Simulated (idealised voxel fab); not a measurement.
Herein follows the process module entitled voxel ribs on slabs.
Cross-section cut spans 205 nm and uses square cells 5 nm in size.
Heads up, the way a cross-section reads in here is a grid of square cells, handed over as bands from the top down, with every band being one or more rows of cells. Basically the band line says how high the top is and how high the bottom is, in nm, and then what's in it from left to right, every material with its width in nm. Empty space shows up as "air", and if a single material carries "edge to edge" it runs the full band edge to edge. The reference from which all heights are counted is 0, the level beneath which the as-received wafer is entirely one material; the lowest band, having no lower bound, proceeds downward and is written after the example "0 and below". A width given as "30..40" starts at the first number in the band's top row and ends at the second number in its bottom row, shifting by an equal amount at every step from row to row. Step note "no modification" = no cross-section cell changed. Voids not open to the top, 8 cells minimum: see "Enclosed internal voids". Written width x height at distance; distance is from the left edge; nm. Past the settings on a step's line: simulator remark, on that step. The "overlay nm" setting may appear on a step's line; for a step that uses a mask, it gives how far to the right of its planned position the mask lay, and a negative value indicates the left.

**Listed below are the process steps as planned**
- 1: RECEIVE,material Si
- 2: DIRECTIONAL_DEP,material SiO2,thk nm 25
- 3: DIRECTIONAL_DEP,material polySi,thk nm 15
- 4: DIRECTIONAL_DEP,material aC,thk nm 15
- 5: PATTERN,tone cover,mask id RIB,material resist,width nm 25,thk nm 35,overlay nm 0
- 6: DIRECTIONAL_ETCH,etch materials aC,depth nm 15
- 7: STRIP,etch materials resist
- 8: DIRECTIONAL_ETCH,etch materials polySi,depth nm 5
- 9: STRIP,etch materials aC
- 10: DIRECTIONAL_DEP,material aC,thk nm 15
- 11: PATTERN,tone cover,mask id SLAB,material resist,width nm 85,thk nm 30,overlay nm 0
- 12: DIRECTIONAL_ETCH,etch materials aC,depth nm 15
- 13: STRIP,etch materials resist
- 14: DIRECTIONAL_ETCH,etch materials polySi,depth nm 10
- 15: STRIP,etch materials aC
- 16: FILL_DEP,material SiO2,thk nm 15
- 17: CMP,height nm 50
- 18: DIRECTIONAL_DEP,material TiN,thk nm 10
- 19: DIRECTIONAL_DEP,material aC,thk nm 15
- 20: PATTERN,tone cover,mask id HEATER,material resist,width nm 35,thk nm 35,overlay nm 0
- 21: DIRECTIONAL_ETCH,etch materials aC,depth nm 15
- 22: STRIP,etch materials resist
- 23: DIRECTIONAL_ETCH,etch materials TiN,depth nm 10
- 24: STRIP,etch materials aC
- 25: CONFORMAL_DEP,material SiN,thk nm 10

**This is the cross-section of the wafer as we received it, i.e. after step 1**
* 0 and below = Si edge to edge
* Enclosed internal voids: none

**End-of-module cross-section. Starting structure and process plan as above; one mistake made in running it**
* 60 down to 50 = 85 air | 35 TiN | 85 air
* 50 down to 40 = SiO2 edge to edge
* 40 down to 35 = 90 SiO2 | 25 polySi | 90 SiO2
* 35 down to 25 = 60 SiO2 | 85 polySi | 60 SiO2
* 25 down to 0 = SiO2 edge to edge
* 0 and below = Si edge to edge
* Enclosed internal voids: none
Want to know what went wrong? yeah, step 25 of the plan got skipped, never ran
